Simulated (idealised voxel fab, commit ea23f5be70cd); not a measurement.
The following process module bears the name voxel double patterning.
For reference, the cross-section in this document is cut, with width 290 nm and square cells of 5 nm.
How to read a cross-section here: the picture is a grid of square cells, written as bands going from the top down, and any band can span one or more rows of cells.
Band: top height; bottom height; in nm. Then, left to right: material with width in nm, for each material. "everywhere": a single material spanning edge to edge. "empty": empty space.
Heads up on the height convention: 0 is the point under which the incoming wafer is all one material, and the lowest band has no bottom, it just keeps going down, like "0 and below".
The two numbers in a width such as "30->40" mark its ends across the band: the first belongs to the top row of cells, the second to the bottom row, and from each row to the next the width moves by the same amount.
When a step is marked "no alteration", none of the cells in the cross-section changed during that step.
Closed empty spaces (no open way to the top) of 8 cells or more are what "Unvented internal voids" lists, each as width x height at distance from the left edge, nm for all three.
What comes after the settings on a step's line is commentary from the simulator itself on that step.
overlay nm: where the mask lay relative to plan, measured to the right, on steps with a mask; negatives go left.
# This section lists the process steps that were planned
step 1: RECEIVE | material Si
step 2: CONFORMAL_DEP | material SiO2 | thk nm 5
step 3: DIRECTIONAL_DEP | material polySi | thk nm 10
step 4: DIRECTIONAL_DEP | material SiCN | thk nm 5
step 5: PATTERN | tone open | mask id FIRST | material resist | width nm 15 | pitch nm 50 | thk nm 20 | overlay nm 0
step 6: DIRECTIONAL_ETCH | etch materials SiCN | depth nm 5
step 7: STRIP | etch materials resist
step 8: PATTERN | tone open | mask id SECOND | material resist | width nm 15 | thk nm 15 | overlay nm 0
step 9: DIRECTIONAL_ETCH | etch materials SiCN | depth nm 5
step 10: STRIP | etch materials resist
step 11: DIRECTIONAL_ETCH | etch materials polySi | depth nm 10
step 12: STRIP | etch materials SiCN
# Wafer as received: cross-section following step 1
    0 and below: Si everywhere
    Unvented internal voids: none
# Module complete, cross-section. Starting point and plan per above. One mistake made in running the module
    15 down to 10: SiO2 everywhere
    10 down to 0: polySi everywhere
    0 and below: Si everywhere
    Unvented internal voids: none
Heads up, the wafer didn't run the way we planned it: steps 2 and 3 were swapped
